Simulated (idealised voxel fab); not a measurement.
Process module name: voxel local oxidation
Cross-sectional view cut (width: 300 nm; square cell size: 5 nm).
How to read a cross-section here: the picture is a grid of square cells, written as bands going from the top down, and any band can span one or more rows of cells.
What a band's entry tells you: where the top is and where the bottom is, as heights in nm, and after that what lies inside, material by material from left to right, each with its width in nm. Empty space is written as the word "empty", and a single material marked with the word "throughout" occupies the band from edge to edge.
Heights are reckoned from 0. Under this level, the received wafer is all of one material. The bottommost band is open-ended downward, for example "z 0 and below".
Read "30 to 40" as a graded width: first number on top, second number at the bottom, same change between each pair of neighbouring rows.
"no alterations made" after a step means that no cell of the cross-section changed.
"Unvented voids" means: voids of 8 cells or more that are shut off from the top with no open way through. Written width x height at distance, distance from the left edge, in nm.
Formally, on a step line, whatever follows the settings is a remark that the simulator itself makes on the step.
"overlay nm" on a masked step: distance the mask lay right of its planned place, negative for left.
## The following list gives the planned process steps
| 1 | RECEIVE (material Si) |
| 2 | CONFORMAL_DEP (material SiO2; thk nm 5) |
| 3 | CONFORMAL_DEP (material SiN; thk nm 15) |
| 4 | PATTERN (tone cover; mask id ACTIVE; material resist; width nm 105; thk nm 20; overlay nm -15) |
| 5 | DIRECTIONAL_ETCH (etch materials SiN; depth nm 15) |
| 6 | STRIP (etch materials resist) |
| 7 | SELECTIVE_ETCH (etch materials SiO2; depth nm 5) |
| 8 | OXIDIZE (depth nm 10) |
| 9 | STRIP (etch materials SiN) |
All wafers enter the flow in the same state. The overlay nm at step 4 differs from wafer to wafer, and the plan gives the value for the first wafer.
## Incoming state of the first of several wafers in cross-section: after step 1
  z 0 and below: Si throughout
  Unvented voids: none
## first wafer at the end, after step 9
  z 5 to 0: 85 empty; 95 SiO2; 120 empty
  z 0 to -10: 95 SiO2; 75 Si; 130 SiO2
  z -10 and below: Si throughout
  Unvented voids: none
## Module end, final wafer: cross-section
  z 5 to 0: 115 empty; 95 SiO2; 90 empty
  z 0 to -10: 125 SiO2; 75 Si; 100 SiO2
  z -10 and below: Si throughout
  Unvented voids: none
## Rows = wafers. At module end, each row lists per material the cells gained (+) or lost (-) since the wafer was received, then the closed voids
overlay nm -15; -90 Si; +109 SiO2; Unvented voids: none
overlay nm -10; -90 Si; +109 SiO2; Unvented voids: none
overlay nm -5; -90 Si; +109 SiO2; Unvented voids: none
overlay nm 0; -90 Si; +109 SiO2; Unvented voids: none
overlay nm 5; -90 Si; +109 SiO2; Unvented voids: none
overlay nm 10; -90 Si; +109 SiO2; Unvented voids: none
overlay nm 15; -90 Si; +109 SiO2; Unvented voids: none
